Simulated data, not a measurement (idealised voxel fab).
The process module that follows is named voxel self aligned vias.
The width of the displayed cross-section, cut, is 205 nm; its cells are square, with a size of 5 nm.
Each cross-section below is a grid of square cells, stated as bands in top-down order, with one or more rows of cells making up each band.
The band entry comprises the height of the band's top followed by the height of its bottom, expressed in nm, and subsequently the band's materials from left to right, each stated together with its width in nm. Where a single material is marked with the word "edge to edge", that material fills the band from edge to edge. The word "blank" represents empty space.
A quick word on heights: they are counted from 0, and under that level the wafer as it came to us is one material throughout. The lowest band is different from the rest in having no bottom; it simply continues downward, written as in "z 0 and below".
Graded width ("30->40"): value in top row of band = first number; value in bottom row = second number; row-to-row change constant.
The cross-section has no changed cell in any step marked "all unchanged".
Empty spaces without an open route to the top, at least 8 cells in extent, make up the entry "Closed cavity list"; each is given as width x height at distance, where the distance is measured from the left edge, and all are in nm.
Formally, on a step line, whatever follows the settings is a remark that the simulator itself makes on the step.
A step's line can hold "overlay nm"; with a mask on that step, the setting says how far right of the planned place the mask lay, while a negative setting says it lay to the left.
SO HERE'S THE LINEUP OF PROCESS STEPS WE PLANNED
1: op RECEIVE | material Si
2: op CONFORMAL_DEP | material SiO2 | thk nm 10
3: op CONFORMAL_DEP | material SiCN | thk nm 5
4: op DIRECTIONAL_DEP | material lowk | thk nm 30
5: op MASKED_ETCH | tone open | mask id LINES | width nm 20 | pitch nm 50 | etch materials lowk | depth nm 30 | overlay nm 0
6: op CONFORMAL_DEP | material TiN | thk nm 5
7: op FILL_DEP | material W | thk nm 10
8: op CMP | height nm 45
9: op SELECTIVE_ETCH | etch materials W Ru TiN | depth nm 5
10: op FILL_DEP | material SiN | thk nm 10
11: op CMP | height nm 45
12: op DIRECTIONAL_DEP | material lowk | thk nm 20
13: op MASKED_ETCH | tone open | mask id VIAS | width nm 30 | pitch nm 50 | etch materials lowk | depth nm 20 | overlay nm 0
14: op MASKED_ETCH | tone open | mask id VIAS | width nm 30 | pitch nm 50 | etch materials SiN | depth nm 5 | overlay nm 0
15: op CONFORMAL_DEP | material TiN | thk nm 5
16: op FILL_DEP | material Cu | thk nm 10
17: op CMP | height nm 65
18: op CONFORMAL_DEP | material SiN | thk nm 5
CROSS-SECTION, INCOMING MATERIAL, AFTER STEP 1
- z 0 and below = Si edge to edge
- Closed cavity list: none
MODULE COMPLETE - CROSS-SECTION OF THE FIRST OF TWO WAFERS, RUN ACCORDING TO PLAN
- z 70 to 65 = SiN edge to edge
- z 65 to 50 = lowk 60 nm, then TiN 5 nm, then Cu 20 nm, then TiN 5 nm, then lowk 20 nm, then TiN 5 nm, then Cu 20 nm, then TiN 5 nm, then lowk 65 nm
- z 50 to 45 = lowk 60 nm, then TiN 10 nm, then Cu 10 nm, then TiN 10 nm, then lowk 20 nm, then TiN 10 nm, then Cu 10 nm, then TiN 10 nm, then lowk 65 nm
- z 45 to 40 = lowk 65 nm, then TiN 20 nm, then lowk 30 nm, then TiN 20 nm, then lowk 70 nm
- z 40 to 20 = lowk 65 nm, then TiN 5 nm, then W 10 nm, then TiN 5 nm, then lowk 30 nm, then TiN 5 nm, then W 10 nm, then TiN 5 nm, then lowk 70 nm
- z 20 to 15 = lowk 65 nm, then TiN 20 nm, then lowk 30 nm, then TiN 20 nm, then lowk 70 nm
- z 15 to 10 = SiCN edge to edge
- z 10 to 0 = SiO2 edge to edge
- z 0 and below = Si edge to edge
- Closed cavity list: none
HERE'S THE SECOND OF OUR TWO WAFERS SECTIONED AT MODULE END. SAME START AS THE FIRST, SAME PLAN, BUT ONE MISTAKE GOT MADE RUNNING IT
- z 70 to 65 = SiN edge to edge
- z 65 to 50 = lowk 60 nm, then TiN 5 nm, then Cu 20 nm, then TiN 5 nm, then lowk 20 nm, then TiN 5 nm, then Cu 20 nm, then TiN 5 nm, then lowk 65 nm
- z 50 to 45 = lowk 60 nm, then TiN 10 nm, then Cu 5 nm, then TiN 15 nm, then lowk 20 nm, then TiN 10 nm, then Cu 5 nm, then TiN 15 nm, then lowk 65 nm
- z 45 to 40 = lowk 65 nm, then TiN 15 nm, then SiN 5 nm, then lowk 30 nm, then TiN 15 nm, then SiN 5 nm, then lowk 70 nm
- z 40 to 20 = lowk 65 nm, then TiN 5 nm, then W 10 nm, then TiN 5 nm, then lowk 30 nm, then TiN 5 nm, then W 10 nm, then TiN 5 nm, then lowk 70 nm
- z 20 to 15 = lowk 65 nm, then TiN 20 nm, then lowk 30 nm, then TiN 20 nm, then lowk 70 nm
- z 15 to 10 = SiCN edge to edge
- z 10 to 0 = SiO2 edge to edge
- z 0 and below = Si edge to edge
- Closed cavity list: none
what went wrong: step 14 ran with different settings than intended, the actual operation and settings being op MASKED_ETCH | tone open | mask id VIAS | width nm 30 | pitch nm 50 | etch materials SiN | depth nm 5 | overlay nm -10
End of process, cell counts, second wafer against first, materials with more or fewer: Cu: 2 fewer; SiN: 2 more
